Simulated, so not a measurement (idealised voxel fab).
process module | voxel fin reveal
cross-section cut | 295 nm wide | cells 5 nm
A cross-section is a grid of square cells, given in bands from the top down. A band is one or more rows of cells.
Each band's line starts with the height of the band's top and of its bottom, in nm. Then come its materials from left to right, each with its width in nm. One material with "throughout" fills the band from edge to edge. "air" is empty space.
Height 0 is the level under which the wafer as received is all one material. The lowest band goes on downwards, as in "0 down".
A width such as "30 to 40" changes by the same amount from each row of cells to the next, from the band's top row to its bottom row.
"no change" after a step means that no cell of the cross-section changed.
closed voids: empty space of 8 cells or more with no open way to the top, each as width x height at its distance from the left edge, in nm
after a step's settings: what the simulator itself notes on the step
overlay nm, on a step with a mask: how far to the right of its planned place the mask lay; to the left if negative
plan
1 op RECEIVE | material Si
2 op CONFORMAL_DEP | material SiN | thk nm 5
3 op PATTERN | tone cover | mask id FINS | material resist | width nm 15 | pitch nm 35 | thk nm 15 | overlay nm 0
4 op DIRECTIONAL_ETCH | etch materials SiN | depth nm 5
5 op DIRECTIONAL_ETCH | etch materials Si | depth nm 35
6 op STRIP | etch materials resist
7 op FILL_DEP | material SiO2 | thk nm 15
8 op CMP | height nm 5
9 op SELECTIVE_ETCH | etch materials SiO2 | depth nm 25
10 op STRIP | etch materials SiN
11 op CONFORMAL_DEP | material HfO2 | thk nm 5
as received, after step 1
  0 down: Si throughout
  closed voids: none
a wafer at the end: this start, this plan, one mistake
  5 to 0: air 80 | HfO2 25 | air 10 | HfO2 25 | air 10 | HfO2 25 | air 10 | HfO2 25 | air 85
  0 to -15: air 80 | HfO2 5 | Si 15 | HfO2 5 | air 10 | HfO2 5 | Si 15 | HfO2 5 | air 10 | HfO2 5 | Si 15 | HfO2 5 | air 10 | HfO2 5 | Si 15 | HfO2 5 | air 85
  -15 to -20: HfO2 65 | air 15 | HfO2 5 | Si 15 | HfO2 5 | air 10 | HfO2 5 | Si 15 | HfO2 5 | air 10 | HfO2 5 | Si 15 | HfO2 5 | air 10 | HfO2 5 | Si 15 | HfO2 5 | air 15 | HfO2 70
  -20 to -25: SiO2 60 | HfO2 25 | Si 15 | HfO2 20 | Si 15 | HfO2 20 | Si 15 | HfO2 20 | Si 15 | HfO2 25 | SiO2 65
  -25 to -35: SiO2 85 | Si 15 | SiO2 20 | Si 15 | SiO2 20 | Si 15 | SiO2 20 | Si 15 | SiO2 90
  -35 down: Si throughout
  closed voids: none
what went wrong: steps 9 and 10 were swapped
